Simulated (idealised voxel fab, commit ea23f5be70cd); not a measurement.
This is a process module. Its name is voxel capacitor over wiring.
FYI the section here is cut, 160 nm wide, cells are 5 nm squares.
In this document a cross-section is written as a grid of square cells. It is given as a series of bands, listed from the top down, and a band is one or more rows of cells.
The band entry comprises the height of the band's top followed by the height of its bottom, expressed in nm, and subsequently the band's materials from left to right, each stated together with its width in nm. Where a single material is marked with the word "full width", that material fills the band from edge to edge. The word "empty" represents empty space.
Beneath 0, the wafer as received is one material, and that level is where height counting begins. The lowest band goes on downward without a bottom; it is written like "z 0 and below".
It should be noted that a width expressed as "30..40" varies in equal increments from row to row of cells within the band, taking the value of the first number at the top row and that of the second number at the bottom row.
The cross-section has no changed cell in any step marked "no change occurred".
Closed empty spaces (no open way to the top) of 8 cells or more are what "Trapped void list" lists, each as width x height at distance from the left edge, nm for all three.
Text after the settings on a step's line: the simulator's own remark on that step.
overlay nm: mask offset rightward from planned place, masked step; negative means leftward offset.
STEPS PLANNED FOR THE PROCESS
1: RECEIVE (material Si)
2: CONFORMAL_DEP (material SiO2; thk nm 15)
3: DIRECTIONAL_DEP (material TiN; thk nm 5)
4: DIRECTIONAL_DEP (material W; thk nm 20)
5: DIRECTIONAL_DEP (material aC; thk nm 15)
6: PATTERN (tone cover; mask id METAL_1; material resist; width nm 30; pitch nm 95; thk nm 30; overlay nm 0)
7: DIRECTIONAL_ETCH (etch materials aC; depth nm 15)
8: STRIP (etch materials resist)
9: DIRECTIONAL_ETCH (etch materials W; depth nm 20)
10: DIRECTIONAL_ETCH (etch materials TiN; depth nm 5)
11: STRIP (etch materials aC)
12: FILL_DEP (material lowk; thk nm 10)
13: CMP (height nm 40)
14: CONFORMAL_DEP (material SiCN; thk nm 5)
15: DIRECTIONAL_DEP (material SiO2; thk nm 20)
16: PATTERN (tone open; mask id PLUG_1; material resist; width nm 15; thk nm 15; overlay nm 0)
17: DIRECTIONAL_ETCH (etch materials SiO2; depth nm 20)
18: DIRECTIONAL_ETCH (etch materials SiCN; depth nm 5)
19: STRIP (etch materials resist)
20: CONFORMAL_DEP (material TiN; thk nm 5)
21: FILL_DEP (material Cu; thk nm 10)
22: CMP (height nm 65)
23: DIRECTIONAL_DEP (material TiN; thk nm 10)
24: DIRECTIONAL_DEP (material SiN; thk nm 5)
25: DIRECTIONAL_DEP (material TiN; thk nm 5)
26: PATTERN (tone cover; mask id UPPER_PLATE; material resist; width nm 70; thk nm 15; overlay nm 0)
27: DIRECTIONAL_ETCH (etch materials TiN; depth nm 5)
28: DIRECTIONAL_ETCH (etch materials SiN; depth nm 5)
29: STRIP (etch materials resist)
30: PATTERN (tone cover; mask id LOWER_PLATE; material resist; width nm 80; thk nm 15; overlay nm 0)
31: DIRECTIONAL_ETCH (etch materials TiN; depth nm 10)
32: STRIP (etch materials resist)
33: FILL_DEP (material SiO2; thk nm 20)
34: CMP (height nm 100)
35: MASKED_ETCH (tone open; mask id PLUG_2; width nm 15; etch materials SiO2; depth nm 15; overlay nm 0)
36: CONFORMAL_DEP (material TiN; thk nm 5)
37: FILL_DEP (material Ru; thk nm 10)
38: CMP (height nm 100)
39: CONFORMAL_DEP (material SiCN; thk nm 5)
WHAT FOLLOWS COVERS THE FIRST OF TWO WAFERS; IT RAN AS PLANNED
INCOMING WAFER IN CROSS-SECTION (STATE: AFTER STEP 1)
z 0 and below: Si full width
Trapped void list: none
SO THIS IS THE WAFER CROSS-SECTION RIGHT AFTER STEP 2
z 15 to 0: SiO2 full width
Below 0, the layers are the same as they were.
SO THIS IS THE WAFER CROSS-SECTION RIGHT AFTER STEP 3
z 20 to 15: TiN full width
Below 15, the layers are the same as they were.
SO THIS IS THE WAFER CROSS-SECTION RIGHT AFTER STEP 4
z 40 to 20: W full width
Below 20, the layers are the same as they were.
SO THIS IS THE WAFER CROSS-SECTION RIGHT AFTER STEP 5
z 55 to 40: aC full width
Below 40, the layers are the same as they were.
SO THIS IS THE WAFER CROSS-SECTION RIGHT AFTER STEP 6
z 85 to 55: empty: 15 / resist: 30 / empty: 65 / resist: 30 / empty: 20
Below 55, the layers are the same as they were.
SO THIS IS THE WAFER CROSS-SECTION RIGHT AFTER STEP 7
z 70 to 55: empty: 15 / resist: 30 / empty: 65 / resist: 30 / empty: 20
z 55 to 40: empty: 15 / aC: 30 / empty: 65 / aC: 30 / empty: 20
Below 40, the layers are the same as they were.
SO THIS IS THE WAFER CROSS-SECTION RIGHT AFTER STEP 8
z 55 to 40: empty: 15 / aC: 30 / empty: 65 / aC: 30 / empty: 20
Below 40, the layers are the same as they were.
SO THIS IS THE WAFER CROSS-SECTION RIGHT AFTER STEP 9
z 55 to 40: empty: 15 / aC: 30 / empty: 65 / aC: 30 / empty: 20
z 40 to 20: empty: 15 / W: 30 / empty: 65 / W: 30 / empty: 20
Below 20, the layers are the same as they were.
SO THIS IS THE WAFER CROSS-SECTION RIGHT AFTER STEP 10
z 55 to 40: empty: 15 / aC: 30 / empty: 65 / aC: 30 / empty: 20
z 40 to 20: empty: 15 / W: 30 / empty: 65 / W: 30 / empty: 20
z 20 to 15: empty: 15 / TiN: 30 / empty: 65 / TiN: 30 / empty: 20
Below 15, the layers are the same as they were.
SO THIS IS THE WAFER CROSS-SECTION RIGHT AFTER STEP 11
z 40 to 20: empty: 15 / W: 30 / empty: 65 / W: 30 / empty: 20
Below 20, the layers are the same as they were.
SO THIS IS THE WAFER CROSS-SECTION RIGHT AFTER STEP 12
z 50 to 40: lowk full width
z 40 to 20: lowk: 15 / W: 30 / lowk: 65 / W: 30 / lowk: 20
z 20 to 15: lowk: 15 / TiN: 30 / lowk: 65 / TiN: 30 / lowk: 20
Below 15, the layers are the same as they were.
SO THIS IS THE WAFER CROSS-SECTION RIGHT AFTER STEP 13
z 40 to 20: lowk: 15 / W: 30 / lowk: 65 / W: 30 / lowk: 20
Below 20, the layers are the same as they were.
SO THIS IS THE WAFER CROSS-SECTION RIGHT AFTER STEP 14
z 45 to 40: SiCN full width
Below 40, the layers are the same as they were.
SO THIS IS THE WAFER CROSS-SECTION RIGHT AFTER STEP 15
z 65 to 45: SiO2 full width
Below 45, the layers are the same as they were.
SO THIS IS THE WAFER CROSS-SECTION RIGHT AFTER STEP 16
z 80 to 65: resist: 30 / empty: 15 / resist: 115
Below 65, the layers are the same as they were.
SO THIS IS THE WAFER CROSS-SECTION RIGHT AFTER STEP 17
z 80 to 65: resist: 30 / empty: 15 / resist: 115
z 65 to 45: SiO2: 30 / empty: 15 / SiO2: 115
Below 45, the layers are the same as they were.
SO THIS IS THE WAFER CROSS-SECTION RIGHT AFTER STEP 18
z 80 to 65: resist: 30 / empty: 15 / resist: 115
z 65 to 45: SiO2: 30 / empty: 15 / SiO2: 115
z 45 to 40: SiCN: 30 / empty: 15 / SiCN: 115
Below 40, the layers are the same as they were.
SO THIS IS THE WAFER CROSS-SECTION RIGHT AFTER STEP 19
z 65 to 45: SiO2: 30 / empty: 15 / SiO2: 115
Below 45, the layers are the same as they were.
SO THIS IS THE WAFER CROSS-SECTION RIGHT AFTER STEP 20
z 70 to 65: TiN: 35 / empty: 5 / TiN: 120
z 65 to 45: SiO2: 30 / TiN: 5 / empty: 5 / TiN: 5 / SiO2: 115
z 45 to 40: SiCN: 30 / TiN: 15 / SiCN: 115
Below 40, the layers are the same as they were.
SO THIS IS THE WAFER CROSS-SECTION RIGHT AFTER STEP 21
z 80 to 70: Cu full width
z 70 to 65: TiN: 35 / Cu: 5 / TiN: 120
z 65 to 45: SiO2: 30 / TiN: 5 / Cu: 5 / TiN: 5 / SiO2: 115
Below 45, the layers are the same as they were.
SO THIS IS THE WAFER CROSS-SECTION RIGHT AFTER STEP 22
z 65 to 45: SiO2: 30 / TiN: 5 / Cu: 5 / TiN: 5 / SiO2: 115
Below 45, the layers are the same as they were.
SO THIS IS THE WAFER CROSS-SECTION RIGHT AFTER STEP 23
z 75 to 65: TiN full width
Below 65, the layers are the same as they were.
SO THIS IS THE WAFER CROSS-SECTION RIGHT AFTER STEP 24
z 80 to 75: SiN full width
Below 75, the layers are the same as they were.
SO THIS IS THE WAFER CROSS-SECTION RIGHT AFTER STEP 25
z 85 to 80: TiN full width
Below 80, the layers are the same as they were.
SO THIS IS THE WAFER CROSS-SECTION RIGHT AFTER STEP 26
z 100 to 85: empty: 30 / resist: 70 / empty: 60
Below 85, the layers are the same as they were.
SO THIS IS THE WAFER CROSS-SECTION RIGHT AFTER STEP 27
z 100 to 85: empty: 30 / resist: 70 / empty: 60
z 85 to 80: empty: 30 / TiN: 70 / empty: 60
Below 80, the layers are the same as they were.
SO THIS IS THE WAFER CROSS-SECTION RIGHT AFTER STEP 28
z 100 to 85: empty: 30 / resist: 70 / empty: 60
z 85 to 80: empty: 30 / TiN: 70 / empty: 60
z 80 to 75: empty: 30 / SiN: 70 / empty: 60
Below 75, the layers are the same as they were.
SO THIS IS THE WAFER CROSS-SECTION RIGHT AFTER STEP 29
z 85 to 80: empty: 30 / TiN: 70 / empty: 60
Below 80, the layers are the same as they were.
SO THIS IS THE WAFER CROSS-SECTION RIGHT AFTER STEP 30
z 100 to 85: empty: 25 / resist: 80 / empty: 55
z 85 to 80: empty: 25 / resist: 5 / TiN: 70 / resist: 5 / empty: 55
z 80 to 75: empty: 25 / resist: 5 / SiN: 70 / resist: 5 / empty: 55
Below 75, the layers are the same as they were.
SO THIS IS THE WAFER CROSS-SECTION RIGHT AFTER STEP 31
z 100 to 85: empty: 25 / resist: 80 / empty: 55
z 85 to 80: empty: 25 / resist: 5 / TiN: 70 / resist: 5 / empty: 55
z 80 to 75: empty: 25 / resist: 5 / SiN: 70 / resist: 5 / empty: 55
z 75 to 65: empty: 25 / TiN: 80 / empty: 55
Below 65, the layers are the same as they were.
SO THIS IS THE WAFER CROSS-SECTION RIGHT AFTER STEP 32
z 85 to 80: empty: 30 / TiN: 70 / empty: 60
z 80 to 75: empty: 30 / SiN: 70 / empty: 60
Below 75, the layers are the same as they were.
SO THIS IS THE WAFER CROSS-SECTION RIGHT AFTER STEP 33
z 105 to 85: SiO2 full width
z 85 to 80: SiO2: 30 / TiN: 70 / SiO2: 60
z 80 to 75: SiO2: 30 / SiN: 70 / SiO2: 60
z 75 to 65: SiO2: 25 / TiN: 80 / SiO2: 55
Below 65, the layers are the same as they were.
SO THIS IS THE WAFER CROSS-SECTION RIGHT AFTER STEP 34
z 100 to 85: SiO2 full width
Below 85, the layers are the same as they were.
SO THIS IS THE WAFER CROSS-SECTION RIGHT AFTER STEP 35
z 100 to 85: SiO2: 40 / empty: 15 / SiO2: 105
Below 85, the layers are the same as they were.
SO THIS IS THE WAFER CROSS-SECTION RIGHT AFTER STEP 36
z 105 to 100: TiN: 45 / empty: 5 / TiN: 110
z 100 to 90: SiO2: 40 / TiN: 5 / empty: 5 / TiN: 5 / SiO2: 105
z 90 to 80: SiO2: 40..30 / TiN: 15..70 / SiO2: 105..60
Below 80, the layers are the same as they were.
SO THIS IS THE WAFER CROSS-SECTION RIGHT AFTER STEP 37
z 115 to 105: Ru full width
z 105 to 100: TiN: 45 / Ru: 5 / TiN: 110
z 100 to 90: SiO2: 40 / TiN: 5 / Ru: 5 / TiN: 5 / SiO2: 105
Below 90, the layers are the same as they were.
SO THIS IS THE WAFER CROSS-SECTION RIGHT AFTER STEP 38
z 100 to 90: SiO2: 40 / TiN: 5 / Ru: 5 / TiN: 5 / SiO2: 105
Below 90, the layers are the same as they were.
SO THIS IS THE WAFER CROSS-SECTION RIGHT AFTER STEP 39
z 105 to 100: SiCN full width
Below 100, the layers are the same as they were.
SECOND WAFER: LIKE START, LIKE PLAN, ONE MISTAKE. THROUGH STEP 29 IT MATCHES THE FIRST WAFER
SECOND WAFER CROSS-SECTION, TAKEN AS OF THE TIME THE PLAN SETS FOR STEP 30 TO BE DONE
z 100 to 85: empty: 35 / resist: 80 / empty: 45
z 85 to 80: empty: 30 / TiN: 70 / resist: 15 / empty: 45
z 80 to 75: empty: 30 / SiN: 70 / resist: 15 / empty: 45
Below 75, the layers are the same as they were.
SECOND WAFER CROSS-SECTION, TAKEN AS OF THE TIME THE PLAN SETS FOR STEP 31 TO BE DONE
z 100 to 85: empty: 35 / resist: 80 / empty: 45
z 85 to 80: empty: 35 / TiN: 65 / resist: 15 / empty: 45
z 80 to 75: empty: 30 / SiN: 70 / resist: 15 / empty: 45
z 75 to 65: empty: 30 / TiN: 85 / empty: 45
Below 65, the layers are the same as they were.
SECOND WAFER CROSS-SECTION, TAKEN AS OF THE TIME THE PLAN SETS FOR STEP 32 TO BE DONE
z 85 to 80: empty: 35 / TiN: 65 / empty: 60
z 80 to 75: empty: 30 / SiN: 70 / empty: 60
Below 75, the layers are the same as they were.
SECOND WAFER CROSS-SECTION, TAKEN AS OF THE TIME THE PLAN SETS FOR STEP 33 TO BE DONE
z 105 to 85: SiO2 full width
z 85 to 80: SiO2: 35 / TiN: 65 / SiO2: 60
z 80 to 75: SiO2: 30 / SiN: 70 / SiO2: 60
z 75 to 65: SiO2: 30 / TiN: 85 / SiO2: 45
Below 65, the layers are the same as they were.
SECOND WAFER CROSS-SECTION, TAKEN AS OF THE TIME THE PLAN SETS FOR STEP 34 TO BE DONE
z 100 to 85: SiO2 full width
Below 85, the layers are the same as they were.
SECOND WAFER CROSS-SECTION, TAKEN AS OF THE TIME THE PLAN SETS FOR STEP 35 TO BE DONE
z 100 to 85: SiO2: 40 / empty: 15 / SiO2: 105
Below 85, the layers are the same as they were.
SECOND WAFER CROSS-SECTION, TAKEN AS OF THE TIME THE PLAN SETS FOR STEP 36 TO BE DONE
z 105 to 100: TiN: 45 / empty: 5 / TiN: 110
z 100 to 90: SiO2: 40 / TiN: 5 / empty: 5 / TiN: 5 / SiO2: 105
z 90 to 80: SiO2: 40..35 / TiN: 15..65 / SiO2: 105..60
Below 80, the layers are the same as they were.
SECOND WAFER CROSS-SECTION, TAKEN AS OF THE TIME THE PLAN SETS FOR STEP 37 TO BE DONE
z 115 to 105: Ru full width
z 105 to 100: TiN: 45 / Ru: 5 / TiN: 110
z 100 to 90: SiO2: 40 / TiN: 5 / Ru: 5 / TiN: 5 / SiO2: 105
Below 90, the layers are the same as they were.
SECOND WAFER CROSS-SECTION, TAKEN AS OF THE TIME THE PLAN SETS FOR STEP 38 TO BE DONE
z 100 to 90: SiO2: 40 / TiN: 5 / Ru: 5 / TiN: 5 / SiO2: 105
Below 90, the layers are the same as they were.
SECOND WAFER CROSS-SECTION, TAKEN AS OF THE TIME THE PLAN SETS FOR STEP 39 TO BE DONE
z 105 to 100: SiCN full width
Below 100, the layers are the same as they were.
It is concluded that the wafer was processed incorrectly with respect to the plan, in that step 30 went in with a setting other than planned; the actual run was PATTERN (tone cover; mask id LOWER_PLATE; material resist; width nm 80; thk nm 15; overlay nm 10)
Final tally in cells, some materials are higher or lower on the second wafer than on the first: SiO2 -1; TiN +1
